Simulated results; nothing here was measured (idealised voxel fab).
The document below concerns the process module designated voxel gate over fins.
The figure presents cross-section cut, which has a width of 250 nm and is divided into square cells with an edge length of 5 nm.
How to read a cross-section here: the picture is a grid of square cells, written as bands going from the top down, and any band can span one or more rows of cells.
Basically the band line says how high the top is and how high the bottom is, in nm, and then what's in it from left to right, every material with its width in nm. Empty space shows up as "air", and if a single material carries "throughout" it runs the full band edge to edge.
Height reference: 0 = level under which incoming wafer is all one material. Lowest band: no bottom, runs on downward, e.g. "z 0 and below".
A width such as "30->40" changes by the same amount from each row of cells to the next, from the band's top row to its bottom row.
Key: "all unchanged" - step with no changed cell in the cross-section.
The entry "Enclosed cavity list" lists the empty spaces that cover at least 8 cells and have no open path to the top. Each is written as width x height at distance, where the distance is measured from the left edge and all three values are in nm.
The remark found on a step's line after its settings is issued by the simulator itself and pertains to that step.
The line of a step may include "overlay nm". On a step with a mask, this value is how far to the right of its planned place the mask lay. A negative value means the mask lay to the left.
Planned step list for the process
step 1: op RECEIVE | material Si
step 2: op CONFORMAL_DEP | material SiN | thk nm 5
step 3: op MASKED_ETCH | tone cover | mask id FINS | width nm 15 | pitch nm 55 | etch materials SiN | depth nm 5 | overlay nm 0
step 4: op MASKED_ETCH | tone cover | mask id FINS | width nm 15 | pitch nm 55 | etch materials Si | depth nm 40 | overlay nm 0
step 5: op OXIDIZE | depth nm 5
step 6: op FILL_DEP | material SiO2 | thk nm 15
step 7: op CMP | height nm 5
step 8: op MASKED_ETCH | tone open | mask id RAIL | width nm 15 | etch materials SiO2 | depth nm 40 | overlay nm 0
step 9: op CONFORMAL_DEP | material TiN | thk nm 5
step 10: op FILL_DEP | material W | thk nm 10
step 11: op CMP | height nm 5
step 12: op SELECTIVE_ETCH | etch materials W Ru TiN | depth nm 30
step 13: op FILL_DEP | material SiO2 | thk nm 5
step 14: op CMP | height nm 5
step 15: op SELECTIVE_ETCH | etch materials SiO2 | depth nm 20
step 16: op STRIP | etch materials SiN
step 17: op CONFORMAL_DEP | material HfO2 | thk nm 5
step 18: op CONFORMAL_DEP | material TiN | thk nm 5
step 19: op FILL_DEP | material W | thk nm 10
step 20: op CMP | height nm 15
step 21: op CONFORMAL_DEP | material SiN | thk nm 5
The first wafer of two, processed as planned
Wafer as received: cross-section following step 1
- z 0 and below | Si throughout
- Enclosed cavity list: none
The following cross-section depicts the wafer upon completion of step 2
- z 5 to 0 | SiN throughout
- Rest of section, below 0: as before.
The following cross-section depicts the wafer upon completion of step 3
- z 5 to 0 | air=35 / SiN=15 / air=40 / SiN=15 / air=40 / SiN=15 / air=40 / SiN=15 / air=35
- Rest of section, below 0: as before.
The following cross-section depicts the wafer upon completion of step 4
- z 5 to 0 | air=35 / SiN=15 / air=40 / SiN=15 / air=40 / SiN=15 / air=40 / SiN=15 / air=35
- z 0 to -40 | air=35 / Si=15 / air=40 / Si=15 / air=40 / Si=15 / air=40 / Si=15 / air=35
- Rest of section, below -40: as before.
The following cross-section depicts the wafer upon completion of step 5
- z 5 to 0 | air=35 / SiN=15 / air=40 / SiN=15 / air=40 / SiN=15 / air=40 / SiN=15 / air=35
- z 0 to -40 | air=35 / SiO2=5 / Si=5 / SiO2=5 / air=40 / SiO2=5 / Si=5 / SiO2=5 / air=40 / SiO2=5 / Si=5 / SiO2=5 / air=40 / SiO2=5 / Si=5 / SiO2=5 / air=35
- z -40 to -45 | SiO2=40 / Si=5 / SiO2=50 / Si=5 / SiO2=50 / Si=5 / SiO2=50 / Si=5 / SiO2=40
- Rest of section, below -45: as before.
The following cross-section depicts the wafer upon completion of step 6
- z 20 to 5 | SiO2 throughout
- z 5 to 0 | SiO2=35 / SiN=15 / SiO2=40 / SiN=15 / SiO2=40 / SiN=15 / SiO2=40 / SiN=15 / SiO2=35
- z 0 to -45 | SiO2=40 / Si=5 / SiO2=50 / Si=5 / SiO2=50 / Si=5 / SiO2=50 / Si=5 / SiO2=40
- Rest of section, below -45: as before.
The following cross-section depicts the wafer upon completion of step 7
- z 5 to 0 | SiO2=35 / SiN=15 / SiO2=40 / SiN=15 / SiO2=40 / SiN=15 / SiO2=40 / SiN=15 / SiO2=35
- Rest of section, below 0: as before.
The following cross-section depicts the wafer upon completion of step 8
- z 5 to 0 | SiO2=35 / SiN=15 / SiO2=10 / air=15 / SiO2=15 / SiN=15 / SiO2=40 / SiN=15 / SiO2=40 / SiN=15 / SiO2=35
- z 0 to -35 | SiO2=40 / Si=5 / SiO2=15 / air=15 / SiO2=20 / Si=5 / SiO2=50 / Si=5 / SiO2=50 / Si=5 / SiO2=40
- Rest of section, below -35: as before.
The following cross-section depicts the wafer upon completion of step 9
- z 10 to 5 | TiN=65 / air=5 / TiN=180
- z 5 to 0 | SiO2=35 / SiN=15 / SiO2=10 / TiN=5 / air=5 / TiN=5 / SiO2=15 / SiN=15 / SiO2=40 / SiN=15 / SiO2=40 / SiN=15 / SiO2=35
- z 0 to -30 | SiO2=40 / Si=5 / SiO2=15 / TiN=5 / air=5 / TiN=5 / SiO2=20 / Si=5 / SiO2=50 / Si=5 / SiO2=50 / Si=5 / SiO2=40
- z -30 to -35 | SiO2=40 / Si=5 / SiO2=15 / TiN=15 / SiO2=20 / Si=5 / SiO2=50 / Si=5 / SiO2=50 / Si=5 / SiO2=40
- Rest of section, below -35: as before.
The following cross-section depicts the wafer upon completion of step 10
- z 20 to 10 | W throughout
- z 10 to 5 | TiN=65 / W=5 / TiN=180
- z 5 to 0 | SiO2=35 / SiN=15 / SiO2=10 / TiN=5 / W=5 / TiN=5 / SiO2=15 / SiN=15 / SiO2=40 / SiN=15 / SiO2=40 / SiN=15 / SiO2=35
- z 0 to -30 | SiO2=40 / Si=5 / SiO2=15 / TiN=5 / W=5 / TiN=5 / SiO2=20 / Si=5 / SiO2=50 / Si=5 / SiO2=50 / Si=5 / SiO2=40
- Rest of section, below -30: as before.
The following cross-section depicts the wafer upon completion of step 11
- z 5 to 0 | SiO2=35 / SiN=15 / SiO2=10 / TiN=5 / W=5 / TiN=5 / SiO2=15 / SiN=15 / SiO2=40 / SiN=15 / SiO2=40 / SiN=15 / SiO2=35
- Rest of section, below 0: as before.
The following cross-section depicts the wafer upon completion of step 12
- z 5 to 0 | SiO2=35 / SiN=15 / SiO2=10 / air=15 / SiO2=15 / SiN=15 / SiO2=40 / SiN=15 / SiO2=40 / SiN=15 / SiO2=35
- z 0 to -25 | SiO2=40 / Si=5 / SiO2=15 / air=15 / SiO2=20 / Si=5 / SiO2=50 / Si=5 / SiO2=50 / Si=5 / SiO2=40
- Rest of section, below -25: as before.
The following cross-section depicts the wafer upon completion of step 13
- z 10 to 5 | SiO2 throughout
- z 5 to 0 | SiO2=35 / SiN=15 / SiO2=40 / SiN=15 / SiO2=40 / SiN=15 / SiO2=40 / SiN=15 / SiO2=35
- z 0 to -25 | SiO2=40 / Si=5 / SiO2=50 / Si=5 / SiO2=50 / Si=5 / SiO2=50 / Si=5 / SiO2=40
- Rest of section, below -25: as before.
The following cross-section depicts the wafer upon completion of step 14
- z 5 to 0 | SiO2=35 / SiN=15 / SiO2=40 / SiN=15 / SiO2=40 / SiN=15 / SiO2=40 / SiN=15 / SiO2=35
- Rest of section, below 0: as before.
The following cross-section depicts the wafer upon completion of step 15
- z 5 to 0 | air=35 / SiN=15 / air=40 / SiN=15 / air=40 / SiN=15 / air=40 / SiN=15 / air=35
- z 0 to -15 | air=40 / Si=5 / air=50 / Si=5 / air=50 / Si=5 / air=50 / Si=5 / air=40
- Rest of section, below -15: as before.
The following cross-section depicts the wafer upon completion of step 16
- z 0 to -15 | air=40 / Si=5 / air=50 / Si=5 / air=50 / Si=5 / air=50 / Si=5 / air=40
- Rest of section, below -15: as before.
The following cross-section depicts the wafer upon completion of step 17
- z 5 to 0 | air=35 / HfO2=15 / air=40 / HfO2=15 / air=40 / HfO2=15 / air=40 / HfO2=15 / air=35
- z 0 to -10 | air=35 / HfO2=5 / Si=5 / HfO2=5 / air=40 / HfO2=5 / Si=5 / HfO2=5 / air=40 / HfO2=5 / Si=5 / HfO2=5 / air=40 / HfO2=5 / Si=5 / HfO2=5 / air=35
- z -10 to -15 | HfO2=40 / Si=5 / HfO2=50 / Si=5 / HfO2=50 / Si=5 / HfO2=50 / Si=5 / HfO2=40
- Rest of section, below -15: as before.
The following cross-section depicts the wafer upon completion of step 18
- z 10 to 5 | air=30 / TiN=25 / air=30 / TiN=25 / air=30 / TiN=25 / air=30 / TiN=25 / air=30
- z 5 to 0 | air=30 / TiN=5 / HfO2=15 / TiN=5 / air=30 / TiN=5 / HfO2=15 / TiN=5 / air=30 / TiN=5 / HfO2=15 / TiN=5 / air=30 / TiN=5 / HfO2=15 / TiN=5 / air=30
- z 0 to -5 | air=30 / TiN=5 / HfO2=5 / Si=5 / HfO2=5 / TiN=5 / air=30 / TiN=5 / HfO2=5 / Si=5 / HfO2=5 / TiN=5 / air=30 / TiN=5 / HfO2=5 / Si=5 / HfO2=5 / TiN=5 / air=30 / TiN=5 / HfO2=5 / Si=5 / HfO2=5 / TiN=5 / air=30
- z -5 to -10 | TiN=35 / HfO2=5 / Si=5 / HfO2=5 / TiN=40 / HfO2=5 / Si=5 / HfO2=5 / TiN=40 / HfO2=5 / Si=5 / HfO2=5 / TiN=40 / HfO2=5 / Si=5 / HfO2=5 / TiN=35
- Rest of section, below -10: as before.
The following cross-section depicts the wafer upon completion of step 19
- z 20 to 10 | W throughout
- z 10 to 5 | W=30 / TiN=25 / W=30 / TiN=25 / W=30 / TiN=25 / W=30 / TiN=25 / W=30
- z 5 to 0 | W=30 / TiN=5 / HfO2=15 / TiN=5 / W=30 / TiN=5 / HfO2=15 / TiN=5 / W=30 / TiN=5 / HfO2=15 / TiN=5 / W=30 / TiN=5 / HfO2=15 / TiN=5 / W=30
- z 0 to -5 | W=30 / TiN=5 / HfO2=5 / Si=5 / HfO2=5 / TiN=5 / W=30 / TiN=5 / HfO2=5 / Si=5 / HfO2=5 / TiN=5 / W=30 / TiN=5 / HfO2=5 / Si=5 / HfO2=5 / TiN=5 / W=30 / TiN=5 / HfO2=5 / Si=5 / HfO2=5 / TiN=5 / W=30
- Rest of section, below -5: as before.
The following cross-section depicts the wafer upon completion of step 20
- z 15 to 10 | W throughout
- Rest of section, below 10: as before.
The following cross-section depicts the wafer upon completion of step 21
- z 20 to 15 | SiN throughout
- Rest of section, below 15: as before.
Second Wafer (Identical Start and Plan, One Processing Error; Matches First Wafer Through Step 3)
Cross-section of the second wafer corresponding to the planned conclusion of step 4
- z 5 to 0 | air=35 / SiN=15 / air=40 / SiN=15 / air=40 / SiN=15 / air=40 / SiN=15 / air=35
- z 0 to -35 | air=35 / Si=15 / air=40 / Si=15 / air=40 / Si=15 / air=40 / Si=15 / air=35
- Rest of section, below -35: as before.
Cross-section of the second wafer corresponding to the planned conclusion of step 5
- z 5 to 0 | air=35 / SiN=15 / air=40 / SiN=15 / air=40 / SiN=15 / air=40 / SiN=15 / air=35
- z 0 to -35 | air=35 / SiO2=5 / Si=5 / SiO2=5 / air=40 / SiO2=5 / Si=5 / SiO2=5 / air=40 / SiO2=5 / Si=5 / SiO2=5 / air=40 / SiO2=5 / Si=5 / SiO2=5 / air=35
- z -35 to -40 | SiO2=40 / Si=5 / SiO2=50 / Si=5 / SiO2=50 / Si=5 / SiO2=50 / Si=5 / SiO2=40
- Rest of section, below -40: as before.
Cross-section of the second wafer corresponding to the planned conclusion of step 6
- z 20 to 5 | SiO2 throughout
- z 5 to 0 | SiO2=35 / SiN=15 / SiO2=40 / SiN=15 / SiO2=40 / SiN=15 / SiO2=40 / SiN=15 / SiO2=35
- z 0 to -40 | SiO2=40 / Si=5 / SiO2=50 / Si=5 / SiO2=50 / Si=5 / SiO2=50 / Si=5 / SiO2=40
- Rest of section, below -40: as before.
Cross-section of the second wafer corresponding to the planned conclusion of step 7
- z 5 to 0 | SiO2=35 / SiN=15 / SiO2=40 / SiN=15 / SiO2=40 / SiN=15 / SiO2=40 / SiN=15 / SiO2=35
- Rest of section, below 0: as before.
Cross-section of the second wafer corresponding to the planned conclusion of step 8
- z 5 to 0 | SiO2=35 / SiN=15 / SiO2=10 / air=15 / SiO2=15 / SiN=15 / SiO2=40 / SiN=15 / SiO2=40 / SiN=15 / SiO2=35
- z 0 to -35 | SiO2=40 / Si=5 / SiO2=15 / air=15 / SiO2=20 / Si=5 / SiO2=50 / Si=5 / SiO2=50 / Si=5 / SiO2=40
- Rest of section, below -35: as before.
Cross-section of the second wafer corresponding to the planned conclusion of step 9
- z 10 to 5 | TiN=65 / air=5 / TiN=180
- z 5 to 0 | SiO2=35 / SiN=15 / SiO2=10 / TiN=5 / air=5 / TiN=5 / SiO2=15 / SiN=15 / SiO2=40 / SiN=15 / SiO2=40 / SiN=15 / SiO2=35
- z 0 to -30 | SiO2=40 / Si=5 / SiO2=15 / TiN=5 / air=5 / TiN=5 / SiO2=20 / Si=5 / SiO2=50 / Si=5 / SiO2=50 / Si=5 / SiO2=40
- z -30 to -35 | SiO2=40 / Si=5 / SiO2=15 / TiN=15 / SiO2=20 / Si=5 / SiO2=50 / Si=5 / SiO2=50 / Si=5 / SiO2=40
- Rest of section, below -35: as before.
Cross-section of the second wafer corresponding to the planned conclusion of step 10
- z 20 to 10 | W throughout
- z 10 to 5 | TiN=65 / W=5 / TiN=180
- z 5 to 0 | SiO2=35 / SiN=15 / SiO2=10 / TiN=5 / W=5 / TiN=5 / SiO2=15 / SiN=15 / SiO2=40 / SiN=15 / SiO2=40 / SiN=15 / SiO2=35
- z 0 to -30 | SiO2=40 / Si=5 / SiO2=15 / TiN=5 / W=5 / TiN=5 / SiO2=20 / Si=5 / SiO2=50 / Si=5 / SiO2=50 / Si=5 / SiO2=40
- Rest of section, below -30: as before.
Cross-section of the second wafer corresponding to the planned conclusion of step 11
- z 5 to 0 | SiO2=35 / SiN=15 / SiO2=10 / TiN=5 / W=5 / TiN=5 / SiO2=15 / SiN=15 / SiO2=40 / SiN=15 / SiO2=40 / SiN=15 / SiO2=35
- Rest of section, below 0: as before.
Cross-section of the second wafer corresponding to the planned conclusion of step 12
- z 5 to 0 | SiO2=35 / SiN=15 / SiO2=10 / air=15 / SiO2=15 / SiN=15 / SiO2=40 / SiN=15 / SiO2=40 / SiN=15 / SiO2=35
- z 0 to -25 | SiO2=40 / Si=5 / SiO2=15 / air=15 / SiO2=20 / Si=5 / SiO2=50 / Si=5 / SiO2=50 / Si=5 / SiO2=40
- Rest of section, below -25: as before.
Cross-section of the second wafer corresponding to the planned conclusion of step 13
- z 10 to 5 | SiO2 throughout
- z 5 to 0 | SiO2=35 / SiN=15 / SiO2=40 / SiN=15 / SiO2=40 / SiN=15 / SiO2=40 / SiN=15 / SiO2=35
- z 0 to -25 | SiO2=40 / Si=5 / SiO2=50 / Si=5 / SiO2=50 / Si=5 / SiO2=50 / Si=5 / SiO2=40
- Rest of section, below -25: as before.
Cross-section of the second wafer corresponding to the planned conclusion of step 14
- z 5 to 0 | SiO2=35 / SiN=15 / SiO2=40 / SiN=15 / SiO2=40 / SiN=15 / SiO2=40 / SiN=15 / SiO2=35
- Rest of section, below 0: as before.
Cross-section of the second wafer corresponding to the planned conclusion of step 15
- z 5 to 0 | air=35 / SiN=15 / air=40 / SiN=15 / air=40 / SiN=15 / air=40 / SiN=15 / air=35
- z 0 to -15 | air=40 / Si=5 / air=50 / Si=5 / air=50 / Si=5 / air=50 / Si=5 / air=40
- Rest of section, below -15: as before.
Cross-section of the second wafer corresponding to the planned conclusion of step 16
- z 0 to -15 | air=40 / Si=5 / air=50 / Si=5 / air=50 / Si=5 / air=50 / Si=5 / air=40
- Rest of section, below -15: as before.
Cross-section of the second wafer corresponding to the planned conclusion of step 17
- z 5 to 0 | air=35 / HfO2=15 / air=40 / HfO2=15 / air=40 / HfO2=15 / air=40 / HfO2=15 / air=35
- z 0 to -10 | air=35 / HfO2=5 / Si=5 / HfO2=5 / air=40 / HfO2=5 / Si=5 / HfO2=5 / air=40 / HfO2=5 / Si=5 / HfO2=5 / air=40 / HfO2=5 / Si=5 / HfO2=5 / air=35
- z -10 to -15 | HfO2=40 / Si=5 / HfO2=50 / Si=5 / HfO2=50 / Si=5 / HfO2=50 / Si=5 / HfO2=40
- Rest of section, below -15: as before.
Cross-section of the second wafer corresponding to the planned conclusion of step 18
- z 10 to 5 | air=30 / TiN=25 / air=30 / TiN=25 / air=30 / TiN=25 / air=30 / TiN=25 / air=30
- z 5 to 0 | air=30 / TiN=5 / HfO2=15 / TiN=5 / air=30 / TiN=5 / HfO2=15 / TiN=5 / air=30 / TiN=5 / HfO2=15 / TiN=5 / air=30 / TiN=5 / HfO2=15 / TiN=5 / air=30
- z 0 to -5 | air=30 / TiN=5 / HfO2=5 / Si=5 / HfO2=5 / TiN=5 / air=30 / TiN=5 / HfO2=5 / Si=5 / HfO2=5 / TiN=5 / air=30 / TiN=5 / HfO2=5 / Si=5 / HfO2=5 / TiN=5 / air=30 / TiN=5 / HfO2=5 / Si=5 / HfO2=5 / TiN=5 / air=30
- z -5 to -10 | TiN=35 / HfO2=5 / Si=5 / HfO2=5 / TiN=40 / HfO2=5 / Si=5 / HfO2=5 / TiN=40 / HfO2=5 / Si=5 / HfO2=5 / TiN=40 / HfO2=5 / Si=5 / HfO2=5 / TiN=35
- Rest of section, below -10: as before.
Cross-section of the second wafer corresponding to the planned conclusion of step 19
- z 20 to 10 | W throughout
- z 10 to 5 | W=30 / TiN=25 / W=30 / TiN=25 / W=30 / TiN=25 / W=30 / TiN=25 / W=30
- z 5 to 0 | W=30 / TiN=5 / HfO2=15 / TiN=5 / W=30 / TiN=5 / HfO2=15 / TiN=5 / W=30 / TiN=5 / HfO2=15 / TiN=5 / W=30 / TiN=5 / HfO2=15 / TiN=5 / W=30
- z 0 to -5 | W=30 / TiN=5 / HfO2=5 / Si=5 / HfO2=5 / TiN=5 / W=30 / TiN=5 / HfO2=5 / Si=5 / HfO2=5 / TiN=5 / W=30 / TiN=5 / HfO2=5 / Si=5 / HfO2=5 / TiN=5 / W=30 / TiN=5 / HfO2=5 / Si=5 / HfO2=5 / TiN=5 / W=30
- Rest of section, below -5: as before.
Cross-section of the second wafer corresponding to the planned conclusion of step 20
- z 15 to 10 | W throughout
- Rest of section, below 10: as before.
Cross-section of the second wafer corresponding to the planned conclusion of step 21
- z 20 to 15 | SiN throughout
- Rest of section, below 15: as before.
Error vs. plan: step 4 off recipe, ran as op MASKED_ETCH | tone cover | mask id FINS | width nm 15 | pitch nm 55 | etch materials Si | depth nm 35 | overlay nm 0
The final cell counts differ between the wafers, with the second having more or fewer of some materials than the first: 46 more of Si | 46 fewer of SiO2
